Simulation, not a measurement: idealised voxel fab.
Process module heading - voxel plated lines
Section cut is 185 nm wide and gridded with 5 nm square cells.
Bands, listed from the top down, are how a cross-section gets written in this document; the cross-section itself is a grid of square cells, and a band is one or more rows of them. Top height, bottom height, nm. Materials left to right, width each, nm. Single material + "full width" = fills band edge to edge. "empty" = empty. Heights are measured from 0, the level below which the as-received wafer is all one material; the lowest band has no bottom and continues downward, written as in "0 down". A width given as "30..40" starts at the first number in the band's top row and ends at the second number in its bottom row, shifting by an equal amount at every step from row to row. You'll sometimes find "all unchanged" written for a step, and that's the way of saying that nowhere in the cross-section did a cell change during that step. The entry "Closed void listing" lists the empty spaces that cover at least 8 cells and have no open path to the top. Each is written as width x height at distance, where the distance is measured from the left edge and all three values are in nm. What comes after the settings on a step's line is commentary from the simulator itself on that step. overlay nm: right-of-plan distance of the mask on a masked step; negative values mean left-of-plan.

-- List of planned process steps
- 1: RECEIVE [material Si]
- 2: CONFORMAL_DEP [material Al2O3] [thk nm 15]
- 3: DIRECTIONAL_DEP [material TiN] [thk nm 5]
- 4: PATTERN [tone open] [mask id LINES] [material resist] [width nm 25] [pitch nm 55] [thk nm 30] [overlay nm 0]
- 5: EPI [material Ru] [thk nm 5]
- 6: EPI [material Ru] [thk nm 10]
- 7: STRIP [etch materials resist]
- 8: DIRECTIONAL_ETCH [etch materials TiN] [depth nm 5]
- 9: CONFORMAL_DEP [material SiN] [thk nm 10]

-- As-received wafer cross-section (after step 1)
* 0 down = Si full width
* Closed void listing: none

-- Same starting wafer, same plan as above, one mistake in the execution; this is the cross-section at the end of the module
* 45 to 40 = empty=30  SiN=120  empty=35
* 40 to 35 = SiN full width
* 35 to 30 = SiN=40  Ru=45  SiN=10  Ru=45  SiN=45
* 30 to 20 = Ru full width
* 20 to 15 = TiN full width
* 15 to 0 = Al2O3 full width
* 0 down = Si full width
* Closed void listing: none
What broke from the plan during processing? steps 6 and 7 of the plan were each performed in the slot designated for the other
